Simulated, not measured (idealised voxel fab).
Process module under the name voxel wiring stack
It is cross-section cut that appears here, measuring 250 nm in width, its square cells being 5 nm in size.
Reading order for cross-sections: top band down to bottom band. Underlying form: a grid of square cells. Band size: one or more rows of cells.
Read a band's entry like this: the first values are the height of its top and the height of its bottom in nm, and what follows is the sequence of materials from left to right, each with its width in nm. Note that "blank" is empty space, and that a single material marked "edge to edge" reaches across the band from edge to edge.
Counting heights begins at 0, where everything beneath is, in the wafer as received, one material. The lowest band has no bottom; it goes on downwards, as "z 0 and below" shows.
You'd read "30 to 40" like this: the band's top row of cells is as wide as the first number, its bottom row is as wide as the second, and going down, every row changes width by the same amount as the row before did.
It should be understood that the words "no change occurred", when stated for a given step, signify that the cross-section underwent no change in any of its cells during that step.
Reported under the label "closed voids" are the empty spaces having no open way to the top and comprising 8 cells or more; the notation for each is width x height at distance, in which the distance is measured from the left edge and all three values are in nm.
On each step's line, the part that comes after the settings is the simulator's own comment on the step.
overlay nm, on a step with a mask: how far to the right of its planned place the mask lay; to the left if negative

### plan
step 1: RECEIVE: material Si
step 2: CONFORMAL_DEP: material SiO2, thk nm 10
step 3: CONFORMAL_DEP: material SiN, thk nm 5
step 4: DIRECTIONAL_DEP: material lowk, thk nm 20
step 5: DIRECTIONAL_DEP: material aC, thk nm 15
step 6: PATTERN: tone open, mask id METAL_1, material resist, width nm 25, pitch nm 50, thk nm 30, overlay nm 0
step 7: DIRECTIONAL_ETCH: etch materials aC, depth nm 15
step 8: STRIP: etch materials resist
step 9: DIRECTIONAL_ETCH: etch materials lowk, depth nm 20
step 10: DIRECTIONAL_ETCH: etch materials SiN, depth nm 5
step 11: STRIP: etch materials aC
step 12: CONFORMAL_DEP: material TiN, thk nm 5
step 13: FILL_DEP: material Cu, thk nm 5
step 14: CMP: height nm 35
step 15: CONFORMAL_DEP: material SiCN, thk nm 5
step 16: DIRECTIONAL_DEP: material lowk, thk nm 25
step 17: DIRECTIONAL_DEP: material aC, thk nm 15
step 18: PATTERN: tone open, mask id METAL_2_HOLES, material resist, width nm 15, pitch nm 100, thk nm 35, overlay nm 0
step 19: DIRECTIONAL_ETCH: etch materials aC, depth nm 15
step 20: STRIP: etch materials resist
step 21: DIRECTIONAL_ETCH: etch materials lowk, depth nm 25
step 22: STRIP: etch materials aC
step 23: PATTERN: tone open, mask id METAL_2, material resist, width nm 25, pitch nm 50, thk nm 15, overlay nm 0
step 24: DIRECTIONAL_ETCH: etch materials lowk, depth nm 15
step 25: DIRECTIONAL_ETCH: etch materials SiCN, depth nm 5
step 26: STRIP: etch materials resist
step 27: CONFORMAL_DEP: material TiN, thk nm 5
step 28: FILL_DEP: material Ru, thk nm 5
step 29: CMP: height nm 65
step 30: CONFORMAL_DEP: material SiCN, thk nm 5
step 31: DIRECTIONAL_DEP: material lowk, thk nm 35
step 32: DIRECTIONAL_DEP: material aC, thk nm 15
step 33: PATTERN: tone open, mask id METAL_3, material resist, width nm 25, pitch nm 50, thk nm 30, overlay nm 0
step 34: DIRECTIONAL_ETCH: etch materials aC, depth nm 15
step 35: STRIP: etch materials resist
step 36: DIRECTIONAL_ETCH: etch materials lowk, depth nm 20
step 37: STRIP: etch materials aC
step 38: MASKED_ETCH: tone open, mask id METAL_3_HOLES, width nm 15, pitch nm 100, etch materials lowk, depth nm 15, overlay nm 0
step 39: MASKED_ETCH: tone open, mask id METAL_3_HOLES, width nm 15, pitch nm 100, etch materials SiCN, depth nm 5, overlay nm 0
step 40: CONFORMAL_DEP: material TiN, thk nm 5
step 41: FILL_DEP: material Cu, thk nm 10
step 42: CMP: height nm 105
step 43: CONFORMAL_DEP: material SiCN, thk nm 5
step 44: DIRECTIONAL_DEP: material SiO2, thk nm 35
step 45: PATTERN: tone open, mask id METAL_4, material resist, width nm 25, pitch nm 50, thk nm 20, overlay nm 0
step 46: DIRECTIONAL_ETCH: etch materials SiO2, depth nm 20
step 47: STRIP: etch materials resist
step 48: MASKED_ETCH: tone open, mask id METAL_4_HOLES, width nm 15, pitch nm 50, etch materials SiO2, depth nm 15, overlay nm 0
step 49: MASKED_ETCH: tone open, mask id METAL_4_HOLES, width nm 15, pitch nm 50, etch materials SiCN, depth nm 5, overlay nm 0
step 50: CONFORMAL_DEP: material TiN, thk nm 5
step 51: FILL_DEP: material Cu, thk nm 10
step 52: CMP: height nm 145
step 53: CONFORMAL_DEP: material SiCN, thk nm 5

### Cross-section of the wafer upon arrival, representing the state reached after step 1
z 0 and below: Si edge to edge
closed voids: none

### The first of the two wafers as seen in cross-section once the module was finished; processing followed the plan
z 150 to 145: SiCN edge to edge
z 145 to 130: 35 SiO2; 5 TiN; 15 Cu; 5 TiN; 25 SiO2; 5 TiN; 15 Cu; 5 TiN; 25 SiO2; 5 TiN; 15 Cu; 5 TiN; 25 SiO2; 5 TiN; 15 Cu; 5 TiN; 40 SiO2
z 130 to 125: 35 SiO2; 5 TiN; 5 Cu; 15 TiN; 25 SiO2; 5 TiN; 5 Cu; 15 TiN; 25 SiO2; 5 TiN; 5 Cu; 15 TiN; 25 SiO2; 5 TiN; 5 Cu; 15 TiN; 40 SiO2
z 125 to 110: 35 SiO2; 5 TiN; 5 Cu; 5 TiN; 35 SiO2; 5 TiN; 5 Cu; 5 TiN; 35 SiO2; 5 TiN; 5 Cu; 5 TiN; 35 SiO2; 5 TiN; 5 Cu; 5 TiN; 50 SiO2
z 110 to 105: 35 SiCN; 15 TiN; 35 SiCN; 15 TiN; 35 SiCN; 15 TiN; 35 SiCN; 15 TiN; 50 SiCN
z 105 to 90: 35 lowk; 5 TiN; 15 Cu; 5 TiN; 25 lowk; 5 TiN; 15 Cu; 5 TiN; 25 lowk; 5 TiN; 15 Cu; 5 TiN; 25 lowk; 5 TiN; 15 Cu; 5 TiN; 40 lowk
z 90 to 85: 35 lowk; 5 TiN; 5 Cu; 15 TiN; 25 lowk; 25 TiN; 25 lowk; 5 TiN; 5 Cu; 15 TiN; 25 lowk; 25 TiN; 40 lowk
z 85 to 70: 35 lowk; 5 TiN; 5 Cu; 5 TiN; 85 lowk; 5 TiN; 5 Cu; 5 TiN; 100 lowk
z 70 to 65: 35 SiCN; 15 TiN; 85 SiCN; 15 TiN; 100 SiCN
z 65 to 55: 35 lowk; 5 TiN; 15 Ru; 5 TiN; 25 lowk; 5 TiN; 15 Ru; 5 TiN; 25 lowk; 5 TiN; 15 Ru; 5 TiN; 25 lowk; 5 TiN; 15 Ru; 5 TiN; 40 lowk
z 55 to 50: 35 lowk; 5 TiN; 5 Ru; 15 TiN; 25 lowk; 25 TiN; 25 lowk; 5 TiN; 5 Ru; 15 TiN; 25 lowk; 25 TiN; 40 lowk
z 50 to 40: 35 lowk; 5 TiN; 5 Ru; 5 TiN; 85 lowk; 5 TiN; 5 Ru; 5 TiN; 100 lowk
z 40 to 35: 35 SiCN; 15 TiN; 85 SiCN; 15 TiN; 100 SiCN
z 35 to 15: 35 lowk; 5 TiN; 15 Cu; 5 TiN; 25 lowk; 5 TiN; 15 Cu; 5 TiN; 25 lowk; 5 TiN; 15 Cu; 5 TiN; 25 lowk; 5 TiN; 15 Cu; 5 TiN; 40 lowk
z 15 to 10: 35 SiN; 25 TiN; 25 SiN; 25 TiN; 25 SiN; 25 TiN; 25 SiN; 25 TiN; 40 SiN
z 10 to 0: SiO2 edge to edge
z 0 and below: Si edge to edge
closed voids: none

### Cross-sectional image of the second wafer of the two following completion of the module. Starting state and process plan were the same as for the first wafer; one execution error occurred
z 150 to 145: SiCN edge to edge
z 145 to 130: 35 SiO2; 5 TiN; 15 Cu; 5 TiN; 25 SiO2; 5 TiN; 15 Cu; 5 TiN; 25 SiO2; 5 TiN; 15 Cu; 5 TiN; 25 SiO2; 5 TiN; 15 Cu; 5 TiN; 40 SiO2
z 130 to 125: 35 SiO2; 5 TiN; 5 Cu; 15 TiN; 25 SiO2; 5 TiN; 5 Cu; 15 TiN; 25 SiO2; 5 TiN; 5 Cu; 15 TiN; 25 SiO2; 5 TiN; 5 Cu; 15 TiN; 40 SiO2
z 125 to 110: 35 SiO2; 5 TiN; 5 Cu; 5 TiN; 35 SiO2; 5 TiN; 5 Cu; 5 TiN; 35 SiO2; 5 TiN; 5 Cu; 5 TiN; 35 SiO2; 5 TiN; 5 Cu; 5 TiN; 50 SiO2
z 110 to 105: 35 SiCN; 15 TiN; 35 SiCN; 15 TiN; 35 SiCN; 15 TiN; 35 SiCN; 15 TiN; 50 SiCN
z 105 to 90: 35 lowk; 5 TiN; 15 Cu; 5 TiN; 25 lowk; 5 TiN; 15 Cu; 5 TiN; 25 lowk; 5 TiN; 15 Cu; 5 TiN; 25 lowk; 5 TiN; 15 Cu; 5 TiN; 40 lowk
z 90 to 85: 35 lowk; 5 TiN; 5 Cu; 15 TiN; 25 lowk; 25 TiN; 25 lowk; 5 TiN; 5 Cu; 15 TiN; 25 lowk; 25 TiN; 40 lowk
z 85 to 70: 35 lowk; 5 TiN; 5 Cu; 5 TiN; 85 lowk; 5 TiN; 5 Cu; 5 TiN; 100 lowk
z 70 to 65: 35 SiCN; 15 TiN; 85 SiCN; 15 TiN; 100 SiCN
z 65 to 55: 35 lowk; 5 TiN; 15 Ru; 5 TiN; 25 lowk; 5 TiN; 15 Ru; 5 TiN; 25 lowk; 5 TiN; 15 Ru; 5 TiN; 25 lowk; 5 TiN; 15 Ru; 5 TiN; 40 lowk
z 55 to 50: 35 lowk; 5 TiN; 5 Ru; 15 TiN; 25 lowk; 25 TiN; 25 lowk; 5 TiN; 5 Ru; 15 TiN; 25 lowk; 25 TiN; 40 lowk
z 50 to 40: 35 lowk; 5 TiN; 5 Ru; 5 TiN; 85 lowk; 5 TiN; 5 Ru; 5 TiN; 100 lowk
z 40 to 35: 35 SiCN; 15 TiN; 85 SiCN; 15 TiN; 100 SiCN
z 35 to 15: 40 lowk; 5 TiN; 10 Cu; 5 TiN; 30 lowk; 5 TiN; 10 Cu; 5 TiN; 30 lowk; 5 TiN; 10 Cu; 5 TiN; 30 lowk; 5 TiN; 10 Cu; 5 TiN; 40 lowk
z 15 to 10: 40 SiN; 20 TiN; 30 SiN; 20 TiN; 30 SiN; 20 TiN; 30 SiN; 20 TiN; 40 SiN
z 10 to 0: SiO2 edge to edge
z 0 and below: Si edge to edge
closed voids: none
What went wrong in running the wafer? step 6 deviated from plan and actually ran as PATTERN: tone open, mask id METAL_1, material resist, width nm 20, pitch nm 50, thk nm 30, overlay nm 0
Per the end-of-run cell counts, the second wafer holds more or fewer of some materials than the first: Cu -16; SiN +4; TiN -4; lowk +16
